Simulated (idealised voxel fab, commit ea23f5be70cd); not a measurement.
Presented below is a process module, voxel fin reveal.
210 nm wide, 5 nm square cells: that's cross-section cut.
Bands, listed from the top down, are how a cross-section gets written in this document; the cross-section itself is a grid of square cells, and a band is one or more rows of them.
For a band, the entry starts with two heights in nm, that of the top and then that of the bottom, and carries on with the band's materials in order from left to right, each alongside its width in nm; the word "throughout" beside a single material means it fills the band edge to edge, and "empty" means empty space.
The level at which height equals 0 is the one under which the wafer, as it arrives, is entirely one material. No lower edge exists for the bottom band, which continues downward and is notated as in "from 0 down".
Read "30 to 40" as a graded width: first number on top, second number at the bottom, same change between each pair of neighbouring rows.
Basically "remains unaltered" means that step didn't change any cell in the cross-section.
Listed in "Cavities, closed": every empty space of 8 or more cells without an open way to the top. Form: width x height at distance, the distance being from the left edge, all in nm.
Step line, after settings: the simulator's comment on this step.
For masked steps, "overlay nm" on the step line gives how far right of plan the mask actually lay; a minus sign means it lay to the left.
### The planned process steps are enumerated hereunder
| 1 | RECEIVE, material Si |
| 2 | CONFORMAL_DEP, material SiN, thk nm 10 |
| 3 | DIRECTIONAL_DEP, material aC, thk nm 15 |
| 4 | PATTERN, tone cover, mask id FINS, material resist, width nm 15, pitch nm 40, thk nm 35, overlay nm 0 |
| 5 | DIRECTIONAL_ETCH, etch materials aC, depth nm 15 |
| 6 | STRIP, etch materials resist |
| 7 | DIRECTIONAL_ETCH, etch materials SiN, depth nm 10 |
| 8 | DIRECTIONAL_ETCH, etch materials Si, depth nm 35 |
| 9 | STRIP, etch materials aC |
| 10 | FILL_DEP, material SiO2, thk nm 5 |
| 11 | CMP, height nm 10 |
| 12 | SELECTIVE_ETCH, etch materials SiO2, depth nm 30 |
| 13 | STRIP, etch materials SiN |
| 14 | CONFORMAL_DEP, material SiO2, thk nm 5 |
### First wafer out of two, processed as planned
### This is the cross-section of the wafer as we received it, i.e. after step 1
> from 0 down: Si throughout
> Cavities, closed: none
### So this is the wafer cross-section right after step 2
> from 10 to 0: SiN throughout
> Unchanged below 0.
### So this is the wafer cross-section right after step 3
> from 25 to 10: aC throughout
> Unchanged below 10.
### So this is the wafer cross-section right after step 4
> from 60 to 25: 55 of empty, then 15 of resist, then 25 of empty, then 15 of resist, then 25 of empty, then 15 of resist, then 60 of empty
> Unchanged below 25.
### So this is the wafer cross-section right after step 5
> from 45 to 25: 55 of empty, then 15 of resist, then 25 of empty, then 15 of resist, then 25 of empty, then 15 of resist, then 60 of empty
> from 25 to 10: 55 of empty, then 15 of aC, then 25 of empty, then 15 of aC, then 25 of empty, then 15 of aC, then 60 of empty
> Unchanged below 10.
### So this is the wafer cross-section right after step 6
> from 25 to 10: 55 of empty, then 15 of aC, then 25 of empty, then 15 of aC, then 25 of empty, then 15 of aC, then 60 of empty
> Unchanged below 10.
### So this is the wafer cross-section right after step 7
> from 25 to 10: 55 of empty, then 15 of aC, then 25 of empty, then 15 of aC, then 25 of empty, then 15 of aC, then 60 of empty
> from 10 to 0: 55 of empty, then 15 of SiN, then 25 of empty, then 15 of SiN, then 25 of empty, then 15 of SiN, then 60 of empty
> Unchanged below 0.
### So this is the wafer cross-section right after step 8
> from 25 to 10: 55 of empty, then 15 of aC, then 25 of empty, then 15 of aC, then 25 of empty, then 15 of aC, then 60 of empty
> from 10 to 0: 55 of empty, then 15 of SiN, then 25 of empty, then 15 of SiN, then 25 of empty, then 15 of SiN, then 60 of empty
> from 0 to -35: 55 of empty, then 15 of Si, then 25 of empty, then 15 of Si, then 25 of empty, then 15 of Si, then 60 of empty
> Unchanged below -35.
### So this is the wafer cross-section right after step 9
> from 10 to 0: 55 of empty, then 15 of SiN, then 25 of empty, then 15 of SiN, then 25 of empty, then 15 of SiN, then 60 of empty
> Unchanged below 0.
### So this is the wafer cross-section right after step 10
> from 15 to 10: SiO2 throughout
> from 10 to 0: 55 of SiO2, then 15 of SiN, then 25 of SiO2, then 15 of SiN, then 25 of SiO2, then 15 of SiN, then 60 of SiO2
> from 0 to -35: 55 of SiO2, then 15 of Si, then 25 of SiO2, then 15 of Si, then 25 of SiO2, then 15 of Si, then 60 of SiO2
> Unchanged below -35.
### So this is the wafer cross-section right after step 11
> from 10 to 0: 55 of SiO2, then 15 of SiN, then 25 of SiO2, then 15 of SiN, then 25 of SiO2, then 15 of SiN, then 60 of SiO2
> Unchanged below 0.
### So this is the wafer cross-section right after step 12
> from 10 to 0: 55 of empty, then 15 of SiN, then 25 of empty, then 15 of SiN, then 25 of empty, then 15 of SiN, then 60 of empty
> from 0 to -20: 55 of empty, then 15 of Si, then 25 of empty, then 15 of Si, then 25 of empty, then 15 of Si, then 60 of empty
> Unchanged below -20.
### So this is the wafer cross-section right after step 13
> from 0 to -20: 55 of empty, then 15 of Si, then 25 of empty, then 15 of Si, then 25 of empty, then 15 of Si, then 60 of empty
> Unchanged below -20.
### So this is the wafer cross-section right after step 14
> from 5 to 0: 50 of empty, then 25 of SiO2, then 15 of empty, then 25 of SiO2, then 15 of empty, then 25 of SiO2, then 55 of empty
> from 0 to -15: 50 of empty, then 5 of SiO2, then 15 of Si, then 5 of SiO2, then 15 of empty, then 5 of SiO2, then 15 of Si, then 5 of SiO2, then 15 of empty, then 5 of SiO2, then 15 of Si, then 5 of SiO2, then 55 of empty
> from -15 to -35: 55 of SiO2, then 15 of Si, then 25 of SiO2, then 15 of Si, then 25 of SiO2, then 15 of Si, then 60 of SiO2
> Unchanged below -35.
### second wafer: like start, like plan, one mistake. Through step 3 it matches the first wafer
### Second wafer, section view, time point: scheduled end of step 4
> from 60 to 25: 55 of empty, then 20 of resist, then 20 of empty, then 20 of resist, then 20 of empty, then 20 of resist, then 55 of empty
> Unchanged below 25.
### Second wafer, section view, time point: scheduled end of step 5
> from 45 to 25: 55 of empty, then 20 of resist, then 20 of empty, then 20 of resist, then 20 of empty, then 20 of resist, then 55 of empty
> from 25 to 10: 55 of empty, then 20 of aC, then 20 of empty, then 20 of aC, then 20 of empty, then 20 of aC, then 55 of empty
> Unchanged below 10.
### Second wafer, section view, time point: scheduled end of step 6
> from 25 to 10: 55 of empty, then 20 of aC, then 20 of empty, then 20 of aC, then 20 of empty, then 20 of aC, then 55 of empty
> Unchanged below 10.
### Second wafer, section view, time point: scheduled end of step 7
> from 25 to 10: 55 of empty, then 20 of aC, then 20 of empty, then 20 of aC, then 20 of empty, then 20 of aC, then 55 of empty
> from 10 to 0: 55 of empty, then 20 of SiN, then 20 of empty, then 20 of SiN, then 20 of empty, then 20 of SiN, then 55 of empty
> Unchanged below 0.
### Second wafer, section view, time point: scheduled end of step 8
> from 25 to 10: 55 of empty, then 20 of aC, then 20 of empty, then 20 of aC, then 20 of empty, then 20 of aC, then 55 of empty
> from 10 to 0: 55 of empty, then 20 of SiN, then 20 of empty, then 20 of SiN, then 20 of empty, then 20 of SiN, then 55 of empty
> from 0 to -35: 55 of empty, then 20 of Si, then 20 of empty, then 20 of Si, then 20 of empty, then 20 of Si, then 55 of empty
> Unchanged below -35.
### Second wafer, section view, time point: scheduled end of step 9
> from 10 to 0: 55 of empty, then 20 of SiN, then 20 of empty, then 20 of SiN, then 20 of empty, then 20 of SiN, then 55 of empty
> Unchanged below 0.
### Second wafer, section view, time point: scheduled end of step 10
> from 15 to 10: SiO2 throughout
> from 10 to 0: 55 of SiO2, then 20 of SiN, then 20 of SiO2, then 20 of SiN, then 20 of SiO2, then 20 of SiN, then 55 of SiO2
> from 0 to -35: 55 of SiO2, then 20 of Si, then 20 of SiO2, then 20 of Si, then 20 of SiO2, then 20 of Si, then 55 of SiO2
> Unchanged below -35.
### Second wafer, section view, time point: scheduled end of step 11
> from 10 to 0: 55 of SiO2, then 20 of SiN, then 20 of SiO2, then 20 of SiN, then 20 of SiO2, then 20 of SiN, then 55 of SiO2
> Unchanged below 0.
### Second wafer, section view, time point: scheduled end of step 12
> from 10 to 0: 55 of empty, then 20 of SiN, then 20 of empty, then 20 of SiN, then 20 of empty, then 20 of SiN, then 55 of empty
> from 0 to -20: 55 of empty, then 20 of Si, then 20 of empty, then 20 of Si, then 20 of empty, then 20 of Si, then 55 of empty
> Unchanged below -20.
### Second wafer, section view, time point: scheduled end of step 13
> from 0 to -20: 55 of empty, then 20 of Si, then 20 of empty, then 20 of Si, then 20 of empty, then 20 of Si, then 55 of empty
> Unchanged below -20.
### Second wafer, section view, time point: scheduled end of step 14
> from 5 to 0: 50 of empty, then 30 of SiO2, then 10 of empty, then 30 of SiO2, then 10 of empty, then 30 of SiO2, then 50 of empty
> from 0 to -15: 50 of empty, then 5 of SiO2, then 20 of Si, then 5 of SiO2, then 10 of empty, then 5 of SiO2, then 20 of Si, then 5 of SiO2, then 10 of empty, then 5 of SiO2, then 20 of Si, then 5 of SiO2, then 50 of empty
> from -15 to -35: 55 of SiO2, then 20 of Si, then 20 of SiO2, then 20 of Si, then 20 of SiO2, then 20 of Si, then 55 of SiO2
> Unchanged below -35.
what went wrong: it should be noted that step 4 was executed with settings other than those planned, the operation and settings actually applied being PATTERN, tone cover, mask id FINS, material resist, width nm 20, pitch nm 40, thk nm 35, overlay nm 0
Final comparison by cell count, materials where the second wafer has more or fewer than the first: Si +21, SiO2 -9
